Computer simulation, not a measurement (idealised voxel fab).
Name of the process module below: voxel self aligned vias
Displayed cross-section: cut, width of 210 nm, square cells sized 5 nm.
In this document a cross-section is written as a grid of square cells. It is given as a series of bands, listed from the top down, and a band is one or more rows of cells. What a band's entry tells you: where the top is and where the bottom is, as heights in nm, and after that what lies inside, material by material from left to right, each with its width in nm. Empty space is written as the word "air", and a single material marked with the word "everywhere" occupies the band from edge to edge. Heads up on the height convention: 0 is the point under which the incoming wafer is all one material, and the lowest band has no bottom, it just keeps going down, like "0 -> down". Note: "30..40" means the width goes from the first number (top row of the band) to the second number (bottom row) in equal steps per row of cells. Where the words "no alteration" appear for a step, the cross-section shows no cell changed by that step; every cell remained as before. Entry "Encapsulated voids". Content: empty spaces with no open connection to the top, size 8 cells or greater. Each: width x height at distance. Distance: from left edge. Unit: nm. What comes after the settings on a step's line is commentary from the simulator itself on that step. Among the settings permitted on a step's line is "overlay nm"; applied to a step with a mask, it specifies the extent to which the mask lay to the right of its planned position, whereas a negative figure signifies a position to the left.

The following list gives the planned process steps:
1: RECEIVE [material Si]
2: CONFORMAL_DEP [material SiO2] [thk nm 10]
3: CONFORMAL_DEP [material SiCN] [thk nm 5]
4: DIRECTIONAL_DEP [material SiO2] [thk nm 30]
5: DIRECTIONAL_DEP [material aC] [thk nm 10]
6: PATTERN [tone open] [mask id LINES] [material resist] [width nm 25] [pitch nm 55] [thk nm 25] [overlay nm 0]
7: DIRECTIONAL_ETCH [etch materials aC] [depth nm 10]
8: STRIP [etch materials resist]
9: DIRECTIONAL_ETCH [etch materials SiO2] [depth nm 30]
10: STRIP [etch materials aC]
11: CONFORMAL_DEP [material TiN] [thk nm 5]
12: FILL_DEP [material Ru] [thk nm 5]
13: CMP [height nm 45]
14: SELECTIVE_ETCH [etch materials W Ru TiN] [depth nm 10]
15: FILL_DEP [material SiN] [thk nm 5]
16: CMP [height nm 45]
17: DIRECTIONAL_DEP [material SiO2] [thk nm 15]
18: PATTERN [tone open] [mask id VIAS] [material resist] [width nm 35] [thk nm 15] [overlay nm 0]
19: DIRECTIONAL_ETCH [etch materials SiO2] [depth nm 15]
20: DIRECTIONAL_ETCH [etch materials SiN] [depth nm 10]
21: STRIP [etch materials resist]
22: CONFORMAL_DEP [material TiN] [thk nm 5]
23: FILL_DEP [material W] [thk nm 10]
24: CMP [height nm 60]
25: CONFORMAL_DEP [material SiN] [thk nm 5]

Received-state cross-section, reflecting completion of step 1:
	0 -> down: Si everywhere
	Encapsulated voids: none

Cross-section, first of two wafers, end of module, run as planned:
	65 -> 60: SiN everywhere
	60 -> 50: SiO2=60  TiN=5  W=25  TiN=5  SiO2=115
	50 -> 45: SiO2=60  TiN=10  W=15  TiN=10  SiO2=115
	45 -> 40: SiO2=65  TiN=5  W=15  TiN=5  SiO2=30  SiN=25  SiO2=65
	40 -> 35: SiO2=65  TiN=25  SiO2=30  SiN=25  SiO2=65
	35 -> 20: SiO2=65  TiN=5  Ru=15  TiN=5  SiO2=30  TiN=5  Ru=15  TiN=5  SiO2=65
	20 -> 15: SiO2=65  TiN=25  SiO2=30  TiN=25  SiO2=65
	15 -> 10: SiCN everywhere
	10 -> 0: SiO2 everywhere
	0 -> down: Si everywhere
	Encapsulated voids: none

Wafer two (of two), end-of-module cross-section: start = wafer one, plan = wafer one, one run mistake:
	55 -> 50: SiN everywhere
	50 -> 45: SiO2=60  TiN=10  W=15  TiN=10  SiO2=115
	45 -> 40: SiO2=65  TiN=5  W=15  TiN=5  SiO2=30  SiN=25  SiO2=65
	40 -> 35: SiO2=65  TiN=25  SiO2=30  SiN=25  SiO2=65
	35 -> 20: SiO2=65  TiN=5  Ru=15  TiN=5  SiO2=30  TiN=5  Ru=15  TiN=5  SiO2=65
	20 -> 15: SiO2=65  TiN=25  SiO2=30  TiN=25  SiO2=65
	15 -> 10: SiCN everywhere
	10 -> 0: SiO2 everywhere
	0 -> down: Si everywhere
	Encapsulated voids: none
Here's what went sideways: for step 24, the planned setting was not used; the step was instead run as CMP [height nm 50]
End check, counted in cells, second wafer has more or fewer of these materials than the first: SiO2 -70; TiN -4; W -10
